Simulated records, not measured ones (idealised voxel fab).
This is a process module. Its name is voxel fin reveal.
Cross-section cut spans 175 nm and uses square cells 5 nm in size.
Cross-section layout: square cells on a grid; listed as bands, top to bottom; a band spans one or more cell rows.
Band entry format. Leading values: height of top, height of bottom, nm. Remainder: materials in left-to-right order, each with its width in nm. Special words: "full width" on a single material, which then fills the band edge to edge; "blank", empty space.
Height datum 0, below which the as-received substrate wafer is one material. Lowest band open at the bottom, running downward: "top 0, no bottom".
The expression "30..40" gives the width at the extremes of the band, the first number at its top row of cells and the second at its bottom row, with the width changing by equal amounts from each row to the next in between.
"changes: none" for a step: no cell of the cross-section changed in that step.
"Voids, sealed": sealed empty spaces, 8 cells or more, no open way to top, listed width x height at distance, with distance from the left edge and width, height and distance in nm.
Past the settings on a step's line: simulator remark, on that step.
overlay nm, on a step with a mask: how far to the right of its planned place the mask lay; to the left if negative
These are the steps we planned for the process
1,RECEIVE | material Si
2,CONFORMAL_DEP | material SiN | thk nm 10
3,MASKED_ETCH | tone cover | mask id FINS | width nm 15 | pitch nm 40 | etch materials SiN | depth nm 10 | overlay nm 0
4,MASKED_ETCH | tone cover | mask id FINS | width nm 15 | pitch nm 40 | etch materials Si | depth nm 40 | overlay nm 0
5,FILL_DEP | material SiO2 | thk nm 5
6,CMP | height nm 10
7,SELECTIVE_ETCH | etch materials SiO2 | depth nm 25
8,STRIP | etch materials SiN
9,CONFORMAL_DEP | material HfO2 | thk nm 5
As received, after step 1
  top 0, no bottom  Si full width
  Voids, sealed: none
A wafer at the end: this start, this plan, one mistake
  top 5, bottom 0  blank: 55 / HfO2: 25 / blank: 15 / HfO2: 25 / blank: 55
  top 0, bottom -10  blank: 55 / HfO2: 5 / Si: 15 / HfO2: 5 / blank: 15 / HfO2: 5 / Si: 15 / HfO2: 5 / blank: 55
  top -10, bottom -15  HfO2: 60 / Si: 15 / HfO2: 25 / Si: 15 / HfO2: 60
  top -15, bottom -50  SiO2: 60 / Si: 15 / SiO2: 25 / Si: 15 / SiO2: 60
  top -50, no bottom  Si full width
  Voids, sealed: none
Deviation from plan: step 4 went in with a setting other than planned; the actual run was MASKED_ETCH | tone cover | mask id FINS | width nm 15 | pitch nm 40 | etch materials Si | depth nm 50 | overlay nm 0
